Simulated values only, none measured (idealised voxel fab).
process module | voxel trench capacitor
cross-section cut | 290 nm wide | cells 5 nm
A cross-section is a grid of square cells, given in bands from the top down. A band is one or more rows of cells.
Each band's line starts with the height of the band's top and of its bottom, in nm. Then come its materials from left to right, each with its width in nm. One material with "throughout" fills the band from edge to edge. "air" is empty space.
Height 0 is the level under which the wafer as received is all one material. The lowest band goes on downwards, as in "0 down".
A width such as "30 to 40" changes by the same amount from each row of cells to the next, from the band's top row to its bottom row.
"no change" after a step means that no cell of the cross-section changed.
closed voids: empty space of 8 cells or more with no open way to the top, each as width x height at its distance from the left edge, in nm
after a step's settings: what the simulator itself notes on the step
overlay nm, on a step with a mask: how far to the right of its planned place the mask lay; to the left if negative
plan
1 op RECEIVE | material Si
2 op CONFORMAL_DEP | material SiN | thk nm 5
3 op DIRECTIONAL_DEP | material aC | thk nm 15
4 op PATTERN | tone open | mask id TRENCH | material resist | width nm 20 | pitch nm 35 | thk nm 30 | overlay nm 0
5 op DIRECTIONAL_ETCH | etch materials aC | depth nm 15
6 op STRIP | etch materials resist
7 op DIRECTIONAL_ETCH | etch materials SiN | depth nm 5
8 op DIRECTIONAL_ETCH | etch materials Si | depth nm 30
9 op STRIP | etch materials aC
10 op CONFORMAL_DEP | material Al2O3 | thk nm 5
11 op FILL_DEP | material polySi | thk nm 10
12 op CMP | height nm 5
as received, after step 1
  0 down: Si throughout
  closed voids: none
first wafer at the end, as planned
  5 to 0: SiN 115 | Al2O3 5 | polySi 10 | Al2O3 5 | SiN 15 | Al2O3 5 | polySi 10 | Al2O3 5 | SiN 120
  0 to -25: Si 115 | Al2O3 5 | polySi 10 | Al2O3 5 | Si 15 | Al2O3 5 | polySi 10 | Al2O3 5 | Si 120
  -25 to -30: Si 115 | Al2O3 20 | Si 15 | Al2O3 20 | Si 120
  -30 down: Si throughout
  closed voids: none
second wafer at the end: like start, like plan, one mistake
  5 to 0: polySi 110 | Al2O3 5 | SiN 20 | Al2O3 5 | polySi 5 | Al2O3 5 | SiN 20 | Al2O3 5 | polySi 115
  0 to -25: polySi 110 | Al2O3 5 | Si 20 | Al2O3 5 | polySi 5 | Al2O3 5 | Si 20 | Al2O3 5 | polySi 115
  -25 to -30: Al2O3 115 | Si 20 | Al2O3 15 | Si 20 | Al2O3 120
  -30 down: Si throughout
  closed voids: none
what went wrong: step 4 ran as: op PATTERN | tone cover | mask id TRENCH | material resist | width nm 20 | pitch nm 35 | thk nm 30 | overlay nm 0
at the end the second wafer has, in cells: 42 more of Al2O3 | 252 fewer of Si | 42 fewer of SiN | 252 more of polySi
